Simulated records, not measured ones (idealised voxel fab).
The following is a process module called voxel transistor to metal.
The cross-section on display is named cut; it measures 185 nm wide, and its cells are 5 nm squares.
Notation: cross-section as square-cell grid; stated in bands, top first, going down; one or more cell rows per band.
Heights first: top, then bottom, in nm. Then materials, left to right, each with a width in nm. "all across" on a single material: fills the band edge to edge. "empty": empty space.
For the purposes of this specification, 0 denotes the height below which the wafer in its as-received condition is composed wholly of one material, and the lowermost band, lacking a lower limit, extends downward without end, as expressed in "0..down".
The expression "30..40" gives the width at the extremes of the band, the first number at its top row of cells and the second at its bottom row, with the width changing by equal amounts from each row to the next in between.
The designation "nothing altered", where it is given for a processing step, indicates that no cell of the cross-section was altered in the course of that step.
Empty spaces counting at least 8 cells and having no open way to the top are listed in "Voids, sealed". The notation width x height at distance is used for each, the distance being from the left edge and all three values in nm.
Post-settings text on a step line: simulator's own remark regarding the step.
Among the settings permitted on a step's line is "overlay nm"; applied to a step with a mask, it specifies the extent to which the mask lay to the right of its planned position, whereas a negative figure signifies a position to the left.

The steps planned for the process are as follows
1. op RECEIVE | material Si
2. op OXIDIZE | depth nm 5
3. op CONFORMAL_DEP | material SiN | thk nm 10
4. op DIRECTIONAL_DEP | material aC | thk nm 10
5. op PATTERN | tone cover | mask id ACTIVE | material resist | width nm 120 | thk nm 25 | overlay nm -15
6. op DIRECTIONAL_ETCH | etch materials aC | depth nm 10
7. op STRIP | etch materials resist
8. op DIRECTIONAL_ETCH | etch materials SiN | depth nm 10
9. op DIRECTIONAL_ETCH | etch materials SiO2 | depth nm 5
10. op DIRECTIONAL_ETCH | etch materials Si | depth nm 20
11. op STRIP | etch materials aC
12. op OXIDIZE | depth nm 5
13. op FILL_DEP | material SiO2 | thk nm 5
14. op CMP | height nm 10
15. op SELECTIVE_ETCH | etch materials SiO2 | depth nm 5
16. op STRIP | etch materials SiN
17. op SELECTIVE_ETCH | etch materials SiO2 | depth nm 5
18. op OXIDIZE | depth nm 5
19. op DIRECTIONAL_DEP | material polySi | thk nm 25
20. op DIRECTIONAL_DEP | material SiCN | thk nm 10
21. op PATTERN | tone cover | mask id GATE | material resist | width nm 30 | thk nm 15 | overlay nm 0
22. op DIRECTIONAL_ETCH | etch materials SiCN | depth nm 20
23. op DIRECTIONAL_ETCH | etch materials polySi | depth nm 35
24. op STRIP | etch materials resist
25. op CONFORMAL_DEP | material SiO2 | thk nm 5
26. op DIRECTIONAL_ETCH | etch materials SiO2 | depth nm 5
27. op CONFORMAL_DEP | material SiN | thk nm 5
28. op DIRECTIONAL_ETCH | etch materials SiN | depth nm 5
29. op DIRECTIONAL_ETCH | etch materials SiO2 | depth nm 5
30. op DIRECTIONAL_ETCH | etch materials Si | depth nm 5
31. op EPI | material SiGe | thk nm 5
32. op FILL_DEP | material SiO2 | thk nm 5
33. op CMP | height nm 20
34. op STRIP | etch materials polySi
35. op SELECTIVE_ETCH | etch materials SiO2 | depth nm 5
36. op CONFORMAL_DEP | material HfO2 | thk nm 5
37. op CONFORMAL_DEP | material TiN | thk nm 5
38. op FILL_DEP | material W | thk nm 5
39. op CMP | height nm 15
40. op DIRECTIONAL_DEP | material SiO2 | thk nm 15
41. op PATTERN | tone open | mask id CONTACT | material resist | width nm 15 | pitch nm 85 | thk nm 15 | overlay nm 0
42. op DIRECTIONAL_ETCH | etch materials SiO2 | depth nm 40
43. op STRIP | etch materials resist
44. op CONFORMAL_DEP | material TiN | thk nm 5
45. op FILL_DEP | material Ru | thk nm 10
46. op CMP | height nm 30
47. op CONFORMAL_DEP | material SiN | thk nm 5
48. op DIRECTIONAL_DEP | material SiO2 | thk nm 25
49. op PATTERN | tone open | mask id METAL_1 | material resist | width nm 15 | pitch nm 85 | thk nm 20 | overlay nm 0
50. op DIRECTIONAL_ETCH | etch materials SiO2 | depth nm 25
51. op DIRECTIONAL_ETCH | etch materials SiN | depth nm 5
52. op STRIP | etch materials resist
53. op CONFORMAL_DEP | material TiN | thk nm 5
54. op FILL_DEP | material Cu | thk nm 10
55. op CMP | height nm 60
56. op CONFORMAL_DEP | material SiCN | thk nm 5
Same starting wafers, different overlay nm at step 5. Plan value belongs to the first wafer.

Here's the first of the wafers in cross-section, just as we got it, i.e. after step 1
> 0..down  Si all across
> Voids, sealed: none

Here is the cross-section of the first of several wafers at the end of the module, after its last step, step 56
> 65..60  SiCN all across
> 60..35  40 of SiO2  5 of TiN  5 of Cu  5 of TiN  70 of SiO2  5 of TiN  5 of Cu  5 of TiN  45 of SiO2
> 35..30  40 of SiN  15 of TiN  70 of SiN  15 of TiN  45 of SiN
> 30..15  40 of SiO2  5 of TiN  5 of Ru  5 of TiN  70 of SiO2  5 of TiN  5 of Ru  5 of TiN  45 of SiO2
> 15..5  40 of SiO2  5 of TiN  5 of Ru  5 of TiN  10 of SiO2  5 of SiN  5 of HfO2  5 of TiN  20 of W  5 of TiN  5 of HfO2  5 of SiN  10 of SiO2  5 of TiN  5 of Ru  5 of TiN  45 of SiO2
> 5..0  40 of SiO2  5 of TiN  5 of Ru  5 of TiN  10 of SiO2  5 of SiN  5 of HfO2  5 of TiN  20 of W  5 of TiN  5 of HfO2  5 of SiN  10 of SiO2  15 of TiN  45 of SiO2
> 0..-5  15 of SiO2  5 of SiN  20 of SiO2  5 of TiN  5 of Ru  5 of TiN  10 of SiO2  5 of SiN  5 of HfO2  30 of TiN  5 of HfO2  5 of SiN  10 of SiO2  5 of TiN  5 of SiN  5 of TiN  45 of SiO2
> -5..-10  40 of SiO2  15 of TiN  5 of SiO2  5 of SiGe  5 of SiO2  40 of HfO2  5 of SiO2  5 of SiGe  5 of SiO2  5 of TiN  5 of SiO2  5 of TiN  45 of SiO2
> -10..-15  20 of SiO2  45 of SiGe  50 of Si  15 of SiGe  55 of SiO2
> -15..-30  20 of SiO2  110 of Si  55 of SiO2
> -30..down  Si all across
> Voids, sealed: none

Last wafer x-sec, end of module
> 65..60  SiCN all across
> 60..35  40 of SiO2  5 of TiN  5 of Cu  5 of TiN  70 of SiO2  5 of TiN  5 of Cu  5 of TiN  45 of SiO2
> 35..30  40 of SiN  15 of TiN  70 of SiN  15 of TiN  45 of SiN
> 30..15  40 of SiO2  5 of TiN  5 of Ru  5 of TiN  70 of SiO2  5 of TiN  5 of Ru  5 of TiN  45 of SiO2
> 15..5  40 of SiO2  5 of TiN  5 of Ru  5 of TiN  10 of SiO2  5 of SiN  5 of HfO2  5 of TiN  20 of W  5 of TiN  5 of HfO2  5 of SiN  10 of SiO2  5 of TiN  5 of Ru  5 of TiN  45 of SiO2
> 5..0  40 of SiO2  15 of TiN  10 of SiO2  5 of SiN  5 of HfO2  5 of TiN  20 of W  5 of TiN  5 of HfO2  5 of SiN  10 of SiO2  5 of TiN  5 of Ru  5 of TiN  45 of SiO2
> 0..-5  40 of SiO2  5 of TiN  5 of SiN  5 of TiN  10 of SiO2  5 of SiN  5 of HfO2  30 of TiN  5 of HfO2  5 of SiN  10 of SiO2  5 of TiN  5 of Ru  5 of TiN  20 of SiO2  5 of SiN  20 of SiO2
> -5..-10  40 of SiO2  5 of TiN  5 of SiO2  5 of TiN  5 of SiO2  5 of SiGe  5 of SiO2  40 of HfO2  5 of SiO2  5 of SiGe  5 of SiO2  15 of TiN  45 of SiO2
> -10..-15  50 of SiO2  15 of SiGe  50 of Si  45 of SiGe  25 of SiO2
> -15..-30  50 of SiO2  110 of Si  25 of SiO2
> -30..down  Si all across
> Voids, sealed: none

End of module, by wafer: material-by-material cell gain (+) or loss (-) since receipt, then closed voids
overlay nm -15, +10 Cu, +16 HfO2, +12 Ru, -146 Si, +37 SiCN, +14 SiGe, +41 SiN, +413 SiO2, +72 TiN, +12 W, Voids, sealed: none
overlay nm -10, +10 Cu, +16 HfO2, +12 Ru, -146 Si, +37 SiCN, +14 SiGe, +41 SiN, +413 SiO2, +72 TiN, +12 W, Voids, sealed: none
overlay nm -5, +10 Cu, +16 HfO2, +14 Ru, -146 Si, +37 SiCN, +14 SiGe, +41 SiN, +411 SiO2, +72 TiN, +12 W, Voids, sealed: none
overlay nm 0, +10 Cu, +16 HfO2, +14 Ru, -146 Si, +37 SiCN, +14 SiGe, +41 SiN, +411 SiO2, +72 TiN, +12 W, Voids, sealed: none
overlay nm 5, +10 Cu, +16 HfO2, +14 Ru, -146 Si, +37 SiCN, +14 SiGe, +41 SiN, +411 SiO2, +72 TiN, +12 W, Voids, sealed: none
overlay nm 10, +10 Cu, +16 HfO2, +12 Ru, -146 Si, +37 SiCN, +14 SiGe, +41 SiN, +413 SiO2, +72 TiN, +12 W, Voids, sealed: none
overlay nm 15, +10 Cu, +16 HfO2, +12 Ru, -146 Si, +37 SiCN, +14 SiGe, +41 SiN, +413 SiO2, +72 TiN, +12 W, Voids, sealed: none
